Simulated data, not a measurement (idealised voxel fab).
process module | voxel self aligned contacts
cross-section cut | 215 nm wide | cells 5 nm
A cross-section is a grid of square cells, given in bands from the top down. A band is one or more rows of cells.
Each band's line starts with the height of the band's top and of its bottom, in nm. Then come its materials from left to right, each with its width in nm. One material with "throughout" fills the band from edge to edge. "air" is empty space.
Height 0 is the level under which the wafer as received is all one material. The lowest band goes on downwards, as in "0 down".
A width such as "30 to 40" changes by the same amount from each row of cells to the next, from the band's top row to its bottom row.
"no change" after a step means that no cell of the cross-section changed.
closed voids: empty space of 8 cells or more with no open way to the top, each as width x height at its distance from the left edge, in nm
after a step's settings: what the simulator itself notes on the step
overlay nm, on a step with a mask: how far to the right of its planned place the mask lay; to the left if negative
plan
1 op RECEIVE | material Si
2 op OXIDIZE | depth nm 5
3 op DIRECTIONAL_DEP | material polySi | thk nm 20
4 op DIRECTIONAL_DEP | material SiN | thk nm 20
5 op MASKED_ETCH | tone cover | mask id GATE | width nm 30 | pitch nm 55 | etch materials SiN | depth nm 20 | overlay nm 0
6 op MASKED_ETCH | tone cover | mask id GATE | width nm 30 | pitch nm 55 | etch materials polySi | depth nm 20 | overlay nm 0
7 op CONFORMAL_DEP | material SiN | thk nm 5
8 op DIRECTIONAL_ETCH | etch materials SiN | depth nm 5
9 op FILL_DEP | material SiO2 | thk nm 15
10 op CMP | height nm 50
11 op MASKED_ETCH | tone open | mask id CONTACT | width nm 35 | etch materials SiO2 | depth nm 55 | overlay nm 0
12 op CONFORMAL_DEP | material TiN | thk nm 5
13 op FILL_DEP | material Ru | thk nm 10
14 op CMP | height nm 50
15 op CONFORMAL_DEP | material SiCN | thk nm 5
as received, after step 1
  0 down: Si throughout
  closed voids: none
first wafer at the end, as planned
  55 to 50: SiCN throughout
  50 to 40: SiO2 90 | TiN 5 to 15 | Ru 25 to 5 | TiN 5 to 15 | SiO2 90
  40 to 20: SiO2 60 | SiN 40 | TiN 5 | Ru 5 | TiN 5 | SiN 40 | SiO2 60
  20 to 0: SiO2 60 | SiN 5 | polySi 30 | SiN 5 | TiN 5 | Ru 5 | TiN 5 | SiN 5 | polySi 30 | SiN 5 | SiO2 60
  0 to -5: SiO2 100 | TiN 15 | SiO2 100
  -5 down: Si throughout
  closed voids: none
second wafer at the end: like start, like plan, one mistake
  55 to 50: SiCN throughout
  50 to 40: SiO2 90 | TiN 5 to 15 | Ru 25 to 5 | TiN 5 to 15 | SiO2 90
  40 to 25: SiO2 60 | SiN 5 | polySi 30 | SiN 5 | TiN 5 | Ru 5 | TiN 5 | SiN 5 | polySi 30 | SiN 5 | SiO2 60
  25 to 20: SiO2 60 | SiN 5 | polySi 30 | SiN 5 | TiN 15 | SiN 5 | polySi 30 | SiN 5 | SiO2 60
  20 to 0: SiN throughout
  0 to -5: SiO2 throughout
  -5 down: Si throughout
  closed voids: none
what went wrong: steps 3 and 4 were swapped
at the end the second wafer has, in cells: 5 fewer of Ru | 108 more of SiN | 93 fewer of SiO2 | 10 fewer of TiN
